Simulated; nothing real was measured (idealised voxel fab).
process module | voxel local oxidation
cross-section cut | 285 nm wide | cells 5 nm
A cross-section is a grid of square cells, given in bands from the top down. A band is one or more rows of cells.
Each band's line starts with the height of the band's top and of its bottom, in nm. Then come its materials from left to right, each with its width in nm. One material with "throughout" fills the band from edge to edge. "air" is empty space.
Height 0 is the level under which the wafer as received is all one material. The lowest band goes on downwards, as in "0 down".
A width such as "30 to 40" changes by the same amount from each row of cells to the next, from the band's top row to its bottom row.
"no change" after a step means that no cell of the cross-section changed.
closed voids: empty space of 8 cells or more with no open way to the top, each as width x height at its distance from the left edge, in nm
after a step's settings: what the simulator itself notes on the step
overlay nm, on a step with a mask: how far to the right of its planned place the mask lay; to the left if negative
plan
1 op RECEIVE | material Si
2 op OXIDIZE | depth nm 5
3 op CONFORMAL_DEP | material SiN | thk nm 15
4 op DIRECTIONAL_DEP | material aC | thk nm 5
5 op PATTERN | tone cover | mask id ACTIVE | material resist | width nm 105 | pitch nm 125 | thk nm 25 | overlay nm 0
6 op DIRECTIONAL_ETCH | etch materials aC | depth nm 10
7 op STRIP | etch materials resist
8 op DIRECTIONAL_ETCH | etch materials SiN | depth nm 15
9 op STRIP | etch materials aC
10 op SELECTIVE_ETCH | etch materials SiO2 | depth nm 5
11 op OXIDIZE | depth nm 15
12 op STRIP | etch materials SiN
varied across the wafers: thk nm of step 4. The plan shows the first wafer's value. All wafers start alike
first wafer as received, after step 1
  0 down: Si throughout
  closed voids: none
each wafer at the end: cells of each material gained (+) or lost (-) since it was received, then its closed voids
thk nm 5 | -150 Si | +131 SiO2 | closed voids: none
thk nm 10 | -150 Si | +131 SiO2 | closed voids: none
thk nm 15 | -57 Si | +57 SiO2 | closed voids: none
thk nm 20 | -57 Si | +57 SiO2 | closed voids: none
thk nm 25 | -57 Si | +57 SiO2 | closed voids: none
